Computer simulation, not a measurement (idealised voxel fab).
The following is a process module called voxel air gaps.
This is section cut - it's 260 nm across, gridded in 5 nm square cells.
Heads up, the way a cross-section reads in here is a grid of square cells, handed over as bands from the top down, with every band being one or more rows of cells. Top, bottom (nm), then materials left to right with widths (nm); lone material tagged "all across" fills the whole band edge to edge; "blank" = empty space. Heights are reckoned from 0. Under this level, the received wafer is all of one material. The bottommost band is open-ended downward, for example "from 0 down". A width given as "30 to 40" starts at the first number in the band's top row and ends at the second number in its bottom row, shifting by an equal amount at every step from row to row. Where the words "no change occurred" appear for a step, the cross-section shows no cell changed by that step; every cell remained as before. For the entry "Enclosed voids", the listed items are empty spaces with no open way to the top whose size is 8 cells or more; each item follows the pattern width x height at distance, where distance is from the left edge and all three are in nm. What comes after the settings on a step's line is commentary from the simulator itself on that step. A step line may carry the setting "overlay nm", which, for steps involving a mask, states the distance by which the mask lay to the right of its intended position; negative values denote displacement to the left.

PLANNED STEP LIST FOR THE PROCESS
1,RECEIVE: material Si
2,CONFORMAL_DEP: material SiO2, thk nm 15
3,CONFORMAL_DEP: material SiCN, thk nm 5
4,DIRECTIONAL_DEP: material SiO2, thk nm 40
5,PATTERN: tone open, mask id LINES, material resist, width nm 20, pitch nm 45, thk nm 20, overlay nm 0
6,DIRECTIONAL_ETCH: etch materials SiO2, depth nm 40
7,STRIP: etch materials resist
8,CONFORMAL_DEP: material TiN, thk nm 5
9,FILL_DEP: material Ru, thk nm 5
10,CMP: height nm 60
11,EPI: material Ru, thk nm 10
12,SELECTIVE_ETCH: etch materials SiO2, depth nm 50
13,CONFORMAL_DEP: material SiCN, thk nm 5

CROSS-SECTION OF THE WAFER UPON ARRIVAL, REPRESENTING THE STATE REACHED AFTER STEP 1
> from 0 down | Si all across
> Enclosed voids: none

FINAL CROSS-SECTION, MODULE RUN WITH ONE MISTAKE (START AND PLAN AS ABOVE)
> from 75 to 70 | SiCN all across
> from 70 to 60 | Ru all across
> from 60 to 25 | 45 nm Ru  5 nm TiN  20 nm SiO2  5 nm TiN  15 nm Ru  5 nm TiN  20 nm SiO2  5 nm TiN  15 nm Ru  5 nm TiN  20 nm SiO2  5 nm TiN  15 nm Ru  5 nm TiN  20 nm SiO2  5 nm TiN  50 nm Ru
> from 25 to 20 | 50 nm TiN  20 nm SiO2  25 nm TiN  20 nm SiO2  25 nm TiN  20 nm SiO2  25 nm TiN  20 nm SiO2  55 nm TiN
> from 20 to 15 | SiCN all across
> from 15 to 0 | SiO2 all across
> from 0 down | Si all across
> Enclosed voids: none
What was done differently from what was planned? the process deviated at step 5: the operation and settings actually run there were PATTERN: tone cover, mask id LINES, material resist, width nm 20, pitch nm 45, thk nm 20, overlay nm 0
